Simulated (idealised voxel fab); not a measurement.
process module | voxel tone inversion
cross-section cut | 290 nm wide | cells 5 nm
A cross-section is a grid of square cells, given in bands from the top down. A band is one or more rows of cells.
Each band's line starts with the height of the band's top and of its bottom, in nm. Then come its materials from left to right, each with its width in nm. One material with "throughout" fills the band from edge to edge. "air" is empty space.
Height 0 is the level under which the wafer as received is all one material. The lowest band goes on downwards, as in "0 down".
A width such as "30 to 40" changes by the same amount from each row of cells to the next, from the band's top row to its bottom row.
"no change" after a step means that no cell of the cross-section changed.
closed voids: empty space of 8 cells or more with no open way to the top, each as width x height at its distance from the left edge, in nm
after a step's settings: what the simulator itself notes on the step
overlay nm, on a step with a mask: how far to the right of its planned place the mask lay; to the left if negative
plan
1 op RECEIVE | material Si
2 op CONFORMAL_DEP | material SiCN | thk nm 10
3 op DIRECTIONAL_DEP | material polySi | thk nm 15
4 op PATTERN | tone cover | mask id POSTS | material resist | width nm 20 | pitch nm 50 | thk nm 20 | overlay nm 0
5 op DIRECTIONAL_ETCH | etch materials polySi | depth nm 15
6 op STRIP | etch materials resist
7 op FILL_DEP | material lowk | thk nm 10
8 op CMP | height nm 25
9 op STRIP | etch materials polySi
10 op CONFORMAL_DEP | material TiN | thk nm 5
11 op FILL_DEP | material W | thk nm 10
12 op CMP | height nm 25
13 op CONFORMAL_DEP | material SiN | thk nm 5
first wafer, as planned
as received, after step 1
  0 down: Si throughout
  closed voids: none
after step 2
  10 to 0: SiCN throughout
  below 0: unchanged
after step 3
  25 to 10: polySi throughout
  below 10: unchanged
after step 4
  45 to 25: air 110 | resist 20 | air 30 | resist 20 | air 110
  below 25: unchanged
after step 5
  45 to 25: air 110 | resist 20 | air 30 | resist 20 | air 110
  25 to 10: air 110 | polySi 20 | air 30 | polySi 20 | air 110
  below 10: unchanged
after step 6
  25 to 10: air 110 | polySi 20 | air 30 | polySi 20 | air 110
  below 10: unchanged
after step 7
  35 to 25: lowk throughout
  25 to 10: lowk 110 | polySi 20 | lowk 30 | polySi 20 | lowk 110
  below 10: unchanged
after step 8
  25 to 10: lowk 110 | polySi 20 | lowk 30 | polySi 20 | lowk 110
  below 10: unchanged
after step 9
  25 to 10: lowk 110 | air 20 | lowk 30 | air 20 | lowk 110
  below 10: unchanged
after step 10
  30 to 25: TiN 115 | air 10 | TiN 40 | air 10 | TiN 115
  25 to 15: lowk 110 | TiN 5 | air 10 | TiN 5 | lowk 30 | TiN 5 | air 10 | TiN 5 | lowk 110
  15 to 10: lowk 110 | TiN 20 | lowk 30 | TiN 20 | lowk 110
  below 10: unchanged
after step 11
  40 to 30: W throughout
  30 to 25: TiN 115 | W 10 | TiN 40 | W 10 | TiN 115
  25 to 15: lowk 110 | TiN 5 | W 10 | TiN 5 | lowk 30 | TiN 5 | W 10 | TiN 5 | lowk 110
  below 15: unchanged
after step 12
  25 to 15: lowk 110 | TiN 5 | W 10 | TiN 5 | lowk 30 | TiN 5 | W 10 | TiN 5 | lowk 110
  below 15: unchanged
after step 13
  30 to 25: SiN throughout
  below 25: unchanged
second wafer: like start, like plan, one mistake. Through step 1 it matches the first wafer
when step 2 should have ended
  15 to 0: SiCN throughout
  below 0: unchanged
when step 3 should have ended
  30 to 15: polySi throughout
  below 15: unchanged
when step 4 should have ended
  50 to 30: air 110 | resist 20 | air 30 | resist 20 | air 110
  below 30: unchanged
when step 5 should have ended
  50 to 30: air 110 | resist 20 | air 30 | resist 20 | air 110
  30 to 15: air 110 | polySi 20 | air 30 | polySi 20 | air 110
  below 15: unchanged
when step 6 should have ended
  30 to 15: air 110 | polySi 20 | air 30 | polySi 20 | air 110
  below 15: unchanged
when step 7 should have ended
  40 to 30: lowk throughout
  30 to 15: lowk 110 | polySi 20 | lowk 30 | polySi 20 | lowk 110
  below 15: unchanged
when step 8 should have ended
  25 to 15: lowk 110 | polySi 20 | lowk 30 | polySi 20 | lowk 110
  below 15: unchanged
when step 9 should have ended
  25 to 15: lowk 110 | air 20 | lowk 30 | air 20 | lowk 110
  below 15: unchanged
when step 10 should have ended
  30 to 25: TiN 115 | air 10 | TiN 40 | air 10 | TiN 115
  25 to 20: lowk 110 | TiN 5 | air 10 | TiN 5 | lowk 30 | TiN 5 | air 10 | TiN 5 | lowk 110
  20 to 15: lowk 110 | TiN 20 | lowk 30 | TiN 20 | lowk 110
  below 15: unchanged
when step 11 should have ended
  40 to 30: W throughout
  30 to 25: TiN 115 | W 10 | TiN 40 | W 10 | TiN 115
  25 to 20: lowk 110 | TiN 5 | W 10 | TiN 5 | lowk 30 | TiN 5 | W 10 | TiN 5 | lowk 110
  below 20: unchanged
when step 12 should have ended
  25 to 20: lowk 110 | TiN 5 | W 10 | TiN 5 | lowk 30 | TiN 5 | W 10 | TiN 5 | lowk 110
  below 20: unchanged
when step 13 should have ended
  30 to 25: SiN throughout
  below 25: unchanged
what went wrong: step 2 ran as: op CONFORMAL_DEP | material SiCN | thk nm 15
at the end the second wafer has, in cells: 58 more of SiCN | 4 fewer of TiN | 4 fewer of W | 50 fewer of lowk
